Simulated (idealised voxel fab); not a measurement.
The following process module bears the name voxel trench capacitor.
Cross-section cut spans 240 nm and uses square cells 5 nm in size.
Cross-sections here: square-cell grids, written as top-down lists of bands, a band being one or more rows of cells. It is stipulated that each band's entry specify, in nanometres, the height of the top of the band and then that of its bottom, followed by the materials of the band in left-to-right sequence, each together with its width in nanometres. A single material marked by the word "all across" is understood to fill the band from edge to edge; the word "blank" is understood to denote empty space. Counting heights begins at 0, where everything beneath is, in the wafer as received, one material. The lowest band has no bottom; it goes on downwards, as "0 nm and below" shows. Think of "30..40" as a width that walks from the first number to the second as you go down the band, top row to bottom row, taking equal-sized steps from row to row. Any step labelled "remained the same" changed none of the cells in the cross-section. Look at "Closed void register" for the closed voids: empty spaces with no open path to the top, sized 8 cells or up. Each is width x height at distance, distance from the left edge, all nm. Text after the settings on a step's line: the simulator's own remark on that step. The optional step-line setting "overlay nm" applies to steps with a mask and quantifies how far to the right of its planned location the mask lay, a negative value indicating leftward placement.
## Here's what the planned process steps look like
1) RECEIVE, material Si
2) CONFORMAL_DEP, material SiN, thk nm 10
3) MASKED_ETCH, tone open, mask id TRENCH, width nm 25, pitch nm 40, etch materials SiN, depth nm 10, overlay nm 0
4) MASKED_ETCH, tone open, mask id TRENCH, width nm 25, pitch nm 40, etch materials Si, depth nm 25, overlay nm 0
5) CONFORMAL_DEP, material Al2O3, thk nm 5
6) CONFORMAL_DEP, material TiN, thk nm 5
7) FILL_DEP, material W, thk nm 10
8) CMP, height nm 10
## Step 1 complete: cross-section of the wafer as received
- 0 nm and below = Si all across
- Closed void register: none
## a wafer at the end: this start, this plan, one mistake
- 15 nm to 10 nm = 50 nm Al2O3 / 5 nm TiN / 5 nm W / 5 nm TiN / 25 nm Al2O3 / 5 nm TiN / 5 nm W / 5 nm TiN / 25 nm Al2O3 / 5 nm TiN / 5 nm W / 5 nm TiN / 25 nm Al2O3 / 5 nm TiN / 5 nm W / 5 nm TiN / 55 nm Al2O3
- 10 nm to 0 nm = 45 nm SiN / 5 nm Al2O3 / 5 nm TiN / 5 nm W / 5 nm TiN / 5 nm Al2O3 / 15 nm SiN / 5 nm Al2O3 / 5 nm TiN / 5 nm W / 5 nm TiN / 5 nm Al2O3 / 15 nm SiN / 5 nm Al2O3 / 5 nm TiN / 5 nm W / 5 nm TiN / 5 nm Al2O3 / 15 nm SiN / 5 nm Al2O3 / 5 nm TiN / 5 nm W / 5 nm TiN / 5 nm Al2O3 / 50 nm SiN
- 0 nm to -15 nm = 45 nm Si / 5 nm Al2O3 / 5 nm TiN / 5 nm W / 5 nm TiN / 5 nm Al2O3 / 15 nm Si / 5 nm Al2O3 / 5 nm TiN / 5 nm W / 5 nm TiN / 5 nm Al2O3 / 15 nm Si / 5 nm Al2O3 / 5 nm TiN / 5 nm W / 5 nm TiN / 5 nm Al2O3 / 15 nm Si / 5 nm Al2O3 / 5 nm TiN / 5 nm W / 5 nm TiN / 5 nm Al2O3 / 50 nm Si
- -15 nm to -20 nm = 45 nm Si / 5 nm Al2O3 / 15 nm TiN / 5 nm Al2O3 / 15 nm Si / 5 nm Al2O3 / 15 nm TiN / 5 nm Al2O3 / 15 nm Si / 5 nm Al2O3 / 15 nm TiN / 5 nm Al2O3 / 15 nm Si / 5 nm Al2O3 / 15 nm TiN / 5 nm Al2O3 / 50 nm Si
- -20 nm to -25 nm = 45 nm Si / 25 nm Al2O3 / 15 nm Si / 25 nm Al2O3 / 15 nm Si / 25 nm Al2O3 / 15 nm Si / 25 nm Al2O3 / 50 nm Si
- -25 nm and below = Si all across
- Closed void register: none
Diagnosis: note that step 8 departed from the planned setting and was carried out as CMP, height nm 15
